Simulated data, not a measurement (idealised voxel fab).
process module | voxel air gaps
In the cross-section labelled cut, the width is 240 nm and each square cell is 5 nm.
Cross-section format: a grid of square cells, given as bands from top to bottom; each band is one or more rows of cells. Top, bottom (nm), then materials left to right with widths (nm); lone material tagged "everywhere" fills the whole band edge to edge; "blank" = empty space. All heights in this document are referenced to 0, defined as the level beneath which the wafer, as received, consists entirely of one material. The lowest band is not bounded below; it extends indefinitely downward and is written in the form "from 0 down". Width "30 to 40": first value at the band's top row of cells, second value at its bottom row, equal change from row to row. "nothing altered" means the step left every cell of the cross-section as it was. "Cavities, closed" means: voids of 8 cells or more that are shut off from the top with no open way through. Written width x height at distance, distance from the left edge, in nm. Where a step's line continues beyond its settings, the continuation is a remark by the simulator itself on that step. Steps that use a mask can have "overlay nm" on their line. It says how far the mask sat to the right of where it was meant to be. Negative means to the left.
### Here's what the planned process steps look like
1: RECEIVE (material Si)
2: CONFORMAL_DEP (material SiO2; thk nm 15)
3: CONFORMAL_DEP (material SiCN; thk nm 5)
4: DIRECTIONAL_DEP (material lowk; thk nm 30)
5: PATTERN (tone open; mask id LINES; material resist; width nm 15; pitch nm 45; thk nm 20; overlay nm 0)
6: DIRECTIONAL_ETCH (etch materials lowk; depth nm 30)
7: STRIP (etch materials resist)
8: CONFORMAL_DEP (material TiN; thk nm 5)
9: FILL_DEP (material Cu; thk nm 10)
10: CMP (height nm 50)
11: EPI (material Ru; thk nm 10)
12: SELECTIVE_ETCH (etch materials lowk; depth nm 40)
13: CONFORMAL_DEP (material SiCN; thk nm 5)
### Cross-sectional view of the wafer in its as-received condition, corresponding to the state after step 1
  from 0 down: Si everywhere
  Cavities, closed: none
### The module was run from the start shown above using the plan shown above, but one mistake was made doing it; the resulting wafer cross-section is below
  from 65 to 60: blank: 40, then SiCN: 135, then blank: 65
  from 60 to 50: blank: 40, then SiCN: 5, then Ru: 35, then SiCN: 10, then Ru: 35, then SiCN: 10, then Ru: 35, then SiCN: 5, then blank: 65
  from 50 to 45: blank: 40, then SiCN: 15, then TiN: 5, then Cu: 5, then TiN: 5, then SiCN: 30, then TiN: 5, then Cu: 5, then TiN: 5, then SiCN: 30, then TiN: 5, then Cu: 5, then TiN: 5, then SiCN: 15, then blank: 65
  from 45 to 25: blank: 50, then SiCN: 5, then TiN: 5, then Cu: 5, then TiN: 5, then SiCN: 5, then blank: 20, then SiCN: 5, then TiN: 5, then Cu: 5, then TiN: 5, then SiCN: 5, then blank: 20, then SiCN: 5, then TiN: 5, then Cu: 5, then TiN: 5, then SiCN: 5, then blank: 75
  from 25 to 20: SiCN: 55, then TiN: 15, then SiCN: 30, then TiN: 15, then SiCN: 30, then TiN: 15, then SiCN: 80
  from 20 to 15: SiCN everywhere
  from 15 to 0: SiO2 everywhere
  from 0 down: Si everywhere
  Cavities, closed: 20 x 20 at 75; 20 x 20 at 120
Diagnosis: step 5, actual vs plan mismatch, actual run PATTERN (tone open; mask id LINES; material resist; width nm 15; pitch nm 45; thk nm 20; overlay nm -10)
